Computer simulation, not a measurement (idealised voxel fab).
Presented below is a process module, voxel ribs on slabs.
Displayed cross-section: cut, width of 240 nm, square cells sized 5 nm.
We lay out every cross-section as a grid of square cells and spell it out in bands from the top down, where one band means one or more rows of cells.
Read a band's entry like this: the first values are the height of its top and the height of its bottom in nm, and what follows is the sequence of materials from left to right, each with its width in nm. Note that "empty" is empty space, and that a single material marked "full width" reaches across the band from edge to edge.
The level at which height equals 0 is the one under which the wafer, as it arrives, is entirely one material. No lower edge exists for the bottom band, which continues downward and is notated as in "0 nm and below".
Width spec "30..40" -> top row of cells at first value, bottom row at second value, equal per-row change in between.
Where a step carries "identical to before", the cross-section came out of it unchanged, cell for cell.
"Unvented cavities" specifies each empty space that is not open to the top and that occupies no fewer than 8 cells, using the form width x height at distance, the distance measured from the left edge and all three quantities in nm.
Read whatever lies past the settings on a step's line as the simulator's own remark about the step.
On any step carrying a mask, the "overlay nm" setting, if present on the step's line, tells how far right of its planned place the mask lay; negative values point to the left.
# Listed below are the process steps as planned
1 RECEIVE,material Si
2 DIRECTIONAL_DEP,material SiO2,thk nm 30
3 DIRECTIONAL_DEP,material SiN,thk nm 25
4 MASKED_ETCH,tone cover,mask id RIB,width nm 30,etch materials SiN,depth nm 10,overlay nm 0
5 PATTERN,tone cover,mask id SLAB,material resist,width nm 80,thk nm 20,overlay nm 0
6 DIRECTIONAL_ETCH,etch materials SiN,depth nm 5
7 STRIP,etch materials resist
8 FILL_DEP,material SiO2,thk nm 20
9 CMP,height nm 65
10 DIRECTIONAL_DEP,material TiN,thk nm 5
11 MASKED_ETCH,tone cover,mask id HEATER,width nm 40,etch materials TiN,depth nm 5,overlay nm 0
12 CONFORMAL_DEP,material SiO2,thk nm 10
Every wafer here starts from the same state; it is the step 4 depth nm that distinguishes them, and the value the plan gives belongs to the first wafer.
# First of several wafers, received after step 1, in cross-section
  0 nm and below  Si full width
  Unvented cavities: none
# Once step 12, the last step, is complete, the module is at its end; this is the cross-section of the first of several wafers
  80 nm to 75 nm  empty: 90, SiO2: 60, empty: 90
  75 nm to 70 nm  SiO2 full width
  70 nm to 65 nm  SiO2: 100, TiN: 40, SiO2: 100
  65 nm to 55 nm  SiO2 full width
  55 nm to 45 nm  SiO2: 105, SiN: 30, SiO2: 105
  45 nm to 40 nm  SiO2: 80, SiN: 80, SiO2: 80
  40 nm to 30 nm  SiN full width
  30 nm to 0 nm  SiO2 full width
  0 nm and below  Si full width
  Unvented cavities: none
# Cross-sectional view of the final wafer of several at the module's end
  80 nm to 75 nm  empty: 90, SiO2: 60, empty: 90
  75 nm to 70 nm  SiO2 full width
  70 nm to 65 nm  SiO2: 100, TiN: 40, SiO2: 100
  65 nm to 55 nm  SiO2 full width
  55 nm to 30 nm  SiO2: 105, SiN: 30, SiO2: 105
  30 nm to 0 nm  SiO2 full width
  0 nm and below  Si full width
  Unvented cavities: none
# Rows = wafers. At module end, each row lists per material the cells gained (+) or lost (-) since the wafer was received, then the closed voids
depth nm 10; +124 SiN; +600 SiO2; +8 TiN; Unvented cavities: none
depth nm 15; +82 SiN; +642 SiO2; +8 TiN; Unvented cavities: none
depth nm 20; +40 SiN; +684 SiO2; +8 TiN; Unvented cavities: none
depth nm 25; +30 SiN; +694 SiO2; +8 TiN; Unvented cavities: none
depth nm 30; +30 SiN; +694 SiO2; +8 TiN; Unvented cavities: none
depth nm 35; +30 SiN; +694 SiO2; +8 TiN; Unvented cavities: none
